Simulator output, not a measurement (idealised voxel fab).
A process module follows: voxel released beams.
Cross-section cut spans 290 nm and uses square cells 5 nm in size.
Cross-section format: a grid of square cells, given as bands from top to bottom; each band is one or more rows of cells.
Band entry format. Leading values: height of top, height of bottom, nm. Remainder: materials in left-to-right order, each with its width in nm. Special words: "edge to edge" on a single material, which then fills the band edge to edge; "air", empty space.
Basically, 0 is our baseline, since under it the wafer straight out of the box is all one material. The bottom band has no lower end and keeps on going down, so it looks like "0 nm and below".
A two-number width, for instance "30 to 40", indicates that the width is equal to the first number in the top row of the band and to the second number in the bottom row, and that it changes by a constant amount per row of cells.
Basically "stayed the same" means that step didn't change any cell in the cross-section.
In "Unvented cavities" the enclosed voids are listed, meaning empty spaces of 8 cells or larger without any opening to the top. The form is width x height at distance, distance from the left edge, units nm.
On a step's line, text after the settings is the simulator commenting on that step.
On any step carrying a mask, the "overlay nm" setting, if present on the step's line, tells how far right of its planned place the mask lay; negative values point to the left.

### Here's what the planned process steps look like
1) RECEIVE | material Si
2) CONFORMAL_DEP | material Al2O3 | thk nm 5
3) DIRECTIONAL_DEP | material SiO2 | thk nm 15
4) PATTERN | tone open | mask id ANCHOR | material resist | width nm 25 | thk nm 15 | overlay nm 0
5) DIRECTIONAL_ETCH | etch materials SiO2 | depth nm 15
6) STRIP | etch materials resist
7) CONFORMAL_DEP | material polySi | thk nm 10
8) MASKED_ETCH | tone cover | mask id BEAM | width nm 95 | etch materials polySi | depth nm 10 | overlay nm 0
9) STRIP | etch materials SiO2

### Cross-sectional view of the wafer in its as-received condition, corresponding to the state after step 1
* 0 nm and below | Si edge to edge
* Unvented cavities: none

### What the wafer looks like in cross-section after this module, when it starts as shown above and follows the plan above but one mistake is made in running it
* 20 nm to 5 nm | SiO2 (100)  air (25)  SiO2 (165)
* 5 nm to 0 nm | Al2O3 edge to edge
* 0 nm and below | Si edge to edge
* Unvented cavities: none
The plan and the run diverged here: the process deviated at step 9: the operation and settings actually run there were STRIP | etch materials polySi
